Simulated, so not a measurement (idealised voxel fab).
process module | voxel self aligned contacts
cross-section cut | 220 nm wide | cells 5 nm
A cross-section is a grid of square cells, given in bands from the top down. A band is one or more rows of cells.
Each band's line starts with the height of the band's top and of its bottom, in nm. Then come its materials from left to right, each with its width in nm. One material with "throughout" fills the band from edge to edge. "air" is empty space.
Height 0 is the level under which the wafer as received is all one material. The lowest band goes on downwards, as in "0 down".
A width such as "30 to 40" changes by the same amount from each row of cells to the next, from the band's top row to its bottom row.
"no change" after a step means that no cell of the cross-section changed.
closed voids: empty space of 8 cells or more with no open way to the top, each as width x height at its distance from the left edge, in nm
after a step's settings: what the simulator itself notes on the step
overlay nm, on a step with a mask: how far to the right of its planned place the mask lay; to the left if negative
plan
1 op RECEIVE | material Si
2 op CONFORMAL_DEP | material SiO2 | thk nm 5
3 op DIRECTIONAL_DEP | material polySi | thk nm 25
4 op DIRECTIONAL_DEP | material SiN | thk nm 15
5 op PATTERN | tone cover | mask id GATE | material resist | width nm 35 | pitch nm 70 | thk nm 20 | overlay nm 0
6 op DIRECTIONAL_ETCH | etch materials SiN | depth nm 15
7 op DIRECTIONAL_ETCH | etch materials polySi | depth nm 25
8 op STRIP | etch materials resist
9 op CONFORMAL_DEP | material SiN | thk nm 5
10 op DIRECTIONAL_ETCH | etch materials SiN | depth nm 5
11 op FILL_DEP | material SiO2 | thk nm 10
12 op CMP | height nm 50
13 op DIRECTIONAL_DEP | material aC | thk nm 10
14 op PATTERN | tone open | mask id CONTACT | material resist | width nm 55 | pitch nm 70 | thk nm 30 | overlay nm 0
15 op DIRECTIONAL_ETCH | etch materials aC | depth nm 10
16 op STRIP | etch materials resist
17 op DIRECTIONAL_ETCH | etch materials SiO2 | depth nm 50
18 op STRIP | etch materials aC
19 op CONFORMAL_DEP | material TiN | thk nm 5
20 op FILL_DEP | material Ru | thk nm 10
21 op CMP | height nm 50
22 op CONFORMAL_DEP | material SiCN | thk nm 5
as received, after step 1
  0 down: Si throughout
  closed voids: none
a wafer at the end: this start, this plan, one mistake
  55 to 50: SiCN throughout
  50 to 45: SiO2 45 | TiN 25 | Ru 15 | TiN 15 | SiO2 15 | TiN 25 | Ru 15 | TiN 15 | SiO2 50
  45 to 30: SiO2 20 | SiN 45 | TiN 5 | Ru 15 | TiN 5 | SiN 45 | TiN 5 | Ru 15 | TiN 5 | SiN 45 | SiO2 15
  30 to 5: SiO2 20 | SiN 5 | polySi 35 | SiN 5 | TiN 5 | Ru 15 | TiN 5 | SiN 5 | polySi 35 | SiN 5 | TiN 5 | Ru 15 | TiN 5 | SiN 5 | polySi 35 | SiN 5 | SiO2 15
  5 to 0: SiO2 65 | TiN 25 | SiO2 45 | TiN 25 | SiO2 60
  0 down: Si throughout
  closed voids: none
what went wrong: step 5 ran as: op PATTERN | tone cover | mask id GATE | material resist | width nm 35 | pitch nm 70 | thk nm 20 | overlay nm 5
